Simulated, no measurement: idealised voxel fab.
Herein follows the process module entitled voxel ribs on slabs.
It is cross-section cut that appears here, measuring 220 nm in width, its square cells being 5 nm in size.
Heads up, the way a cross-section reads in here is a grid of square cells, handed over as bands from the top down, with every band being one or more rows of cells. Within each band entry, the heights of the top and of the bottom of the band appear first, in that order and in nm; the materials of the band then follow from left to right, each with its corresponding width in nm. The designation "edge to edge" on a single material indicates that it fills the band from edge to edge; the designation "blank" indicates empty space. Where do heights start? At 0: under that level the wafer as delivered is made of one material only. And the lowest band has no floor; it just carries on downward, as in "0 -> down". Quick explanation for "30 to 40": the width changes in equal steps down the rows of cells, from the first number in the band's top row to the second number in its bottom row. Reading "nothing was modified" for a step: not a cell of the cross-section changed in it. In "Closed void register" the enclosed voids are listed, meaning empty spaces of 8 cells or larger without any opening to the top. The form is width x height at distance, distance from the left edge, units nm. Whatever follows a step's settings on its line is a remark the simulator itself makes about that step. The "overlay nm" setting may appear on a step's line; for a step that uses a mask, it gives how far to the right of its planned position the mask lay, and a negative value indicates the left.

Planned step list for the process:
1: RECEIVE (material Si)
2: DIRECTIONAL_DEP (material SiO2; thk nm 20)
3: DIRECTIONAL_DEP (material SiN; thk nm 15)
4: PATTERN (tone cover; mask id RIB; material resist; width nm 20; thk nm 15; overlay nm 0)
5: DIRECTIONAL_ETCH (etch materials SiN; depth nm 10)
6: STRIP (etch materials resist)
7: PATTERN (tone cover; mask id SLAB; material resist; width nm 60; thk nm 20; overlay nm 0)
8: DIRECTIONAL_ETCH (etch materials SiN; depth nm 5)
9: STRIP (etch materials resist)
10: FILL_DEP (material SiO2; thk nm 20)
11: CMP (height nm 45)
12: DIRECTIONAL_DEP (material W; thk nm 5)
13: PATTERN (tone cover; mask id HEATER; material resist; width nm 30; thk nm 20; overlay nm 0)
14: DIRECTIONAL_ETCH (etch materials W; depth nm 5)
15: STRIP (etch materials resist)
16: CONFORMAL_DEP (material SiN; thk nm 10)

First wafer, as planned:

Cross-section of the incoming wafer, state after step 1:
    0 -> down = Si edge to edge
    Closed void register: none

Step 2 complete: cross-section through the wafer:
    20 -> 0 = SiO2 edge to edge
    Heights below 0 show no change.

Step 3 complete: cross-section through the wafer:
    35 -> 20 = SiN edge to edge
    Heights below 20 show no change.

Step 4 complete: cross-section through the wafer:
    50 -> 35 = 100 blank | 20 resist | 100 blank
    Heights below 35 show no change.

Step 5 complete: cross-section through the wafer:
    50 -> 35 = 100 blank | 20 resist | 100 blank
    35 -> 25 = 100 blank | 20 SiN | 100 blank
    Heights below 25 show no change.

Step 6 complete: cross-section through the wafer:
    35 -> 25 = 100 blank | 20 SiN | 100 blank
    Heights below 25 show no change.

Step 7 complete: cross-section through the wafer:
    55 -> 35 = 80 blank | 60 resist | 80 blank
    35 -> 25 = 80 blank | 20 resist | 20 SiN | 20 resist | 80 blank
    Heights below 25 show no change.

Step 8 complete: cross-section through the wafer:
    55 -> 35 = 80 blank | 60 resist | 80 blank
    35 -> 25 = 80 blank | 20 resist | 20 SiN | 20 resist | 80 blank
    25 -> 20 = 80 blank | 60 SiN | 80 blank
    Heights below 20 show no change.

Step 9 complete: cross-section through the wafer:
    35 -> 25 = 100 blank | 20 SiN | 100 blank
    Heights below 25 show no change.

Step 10 complete: cross-section through the wafer:
    55 -> 35 = SiO2 edge to edge
    35 -> 25 = 100 SiO2 | 20 SiN | 100 SiO2
    25 -> 20 = 80 SiO2 | 60 SiN | 80 SiO2
    Heights below 20 show no change.

Step 11 complete: cross-section through the wafer:
    45 -> 35 = SiO2 edge to edge
    Heights below 35 show no change.

Step 12 complete: cross-section through the wafer:
    50 -> 45 = W edge to edge
    Heights below 45 show no change.

Step 13 complete: cross-section through the wafer:
    70 -> 50 = 95 blank | 30 resist | 95 blank
    Heights below 50 show no change.

Step 14 complete: cross-section through the wafer:
    70 -> 50 = 95 blank | 30 resist | 95 blank
    50 -> 45 = 95 blank | 30 W | 95 blank
    Heights below 45 show no change.

Step 15 complete: cross-section through the wafer:
    50 -> 45 = 95 blank | 30 W | 95 blank
    Heights below 45 show no change.

Step 16 complete: cross-section through the wafer:
    60 -> 55 = 85 blank | 50 SiN | 85 blank
    55 -> 50 = SiN edge to edge
    50 -> 45 = 95 SiN | 30 W | 95 SiN
    Heights below 45 show no change.

Wafer two: like wafer one in start and plan, but with one mistake in execution; identical up to and including step 2:

Cross-section: second wafer, time at which step 3 was scheduled to end:
    35 -> 20 = 100 blank | 20 resist | 100 blank
    Heights below 20 show no change.

Cross-section: second wafer, time at which step 4 was scheduled to end:
    50 -> 35 = 100 blank | 20 SiN | 100 blank
    35 -> 20 = 100 SiN | 20 resist | 100 SiN
    Heights below 20 show no change.

Cross-section: second wafer, time at which step 5 was scheduled to end:
    40 -> 35 = 100 blank | 20 SiN | 100 blank
    35 -> 25 = 100 blank | 20 resist | 100 blank
    Heights below 25 show no change.

Cross-section: second wafer, time at which step 6 was scheduled to end:
    25 -> 20 = 100 SiN | 20 blank | 100 SiN
    Heights below 20 show no change.

Cross-section: second wafer, time at which step 7 was scheduled to end:
    45 -> 25 = 80 blank | 60 resist | 80 blank
    25 -> 20 = 100 SiN | 20 resist | 100 SiN
    Heights below 20 show no change.

Cross-section: second wafer, time at which step 8 was scheduled to end:
    45 -> 25 = 80 blank | 60 resist | 80 blank
    25 -> 20 = 80 blank | 20 SiN | 20 resist | 20 SiN | 80 blank
    Heights below 20 show no change.

Cross-section: second wafer, time at which step 9 was scheduled to end:
    25 -> 20 = 80 blank | 20 SiN | 20 blank | 20 SiN | 80 blank
    Heights below 20 show no change.

Cross-section: second wafer, time at which step 10 was scheduled to end:
    45 -> 25 = SiO2 edge to edge
    25 -> 20 = 80 SiO2 | 20 SiN | 20 SiO2 | 20 SiN | 80 SiO2
    Heights below 20 show no change.

Cross-section: second wafer, time at which step 11 was scheduled to end: nothing was modified

Cross-section: second wafer, time at which step 12 was scheduled to end:
    50 -> 45 = W edge to edge
    Heights below 45 show no change.

Cross-section: second wafer, time at which step 13 was scheduled to end:
    70 -> 50 = 95 blank | 30 resist | 95 blank
    Heights below 50 show no change.

Cross-section: second wafer, time at which step 14 was scheduled to end:
    70 -> 50 = 95 blank | 30 resist | 95 blank
    50 -> 45 = 95 blank | 30 W | 95 blank
    Heights below 45 show no change.

Cross-section: second wafer, time at which step 15 was scheduled to end:
    50 -> 45 = 95 blank | 30 W | 95 blank
    Heights below 45 show no change.

Cross-section: second wafer, time at which step 16 was scheduled to end:
    60 -> 55 = 85 blank | 50 SiN | 85 blank
    55 -> 50 = SiN edge to edge
    50 -> 45 = 95 SiN | 30 W | 95 SiN
    Heights below 45 show no change.
Heads up, the wafer didn't run the way we planned it: steps 3 and 4 swapped
It is noted that, at the conclusion of processing, the second wafer exhibits a higher or lower cell count for certain materials relative to the first: SiN: 12 fewer | SiO2: 12 more
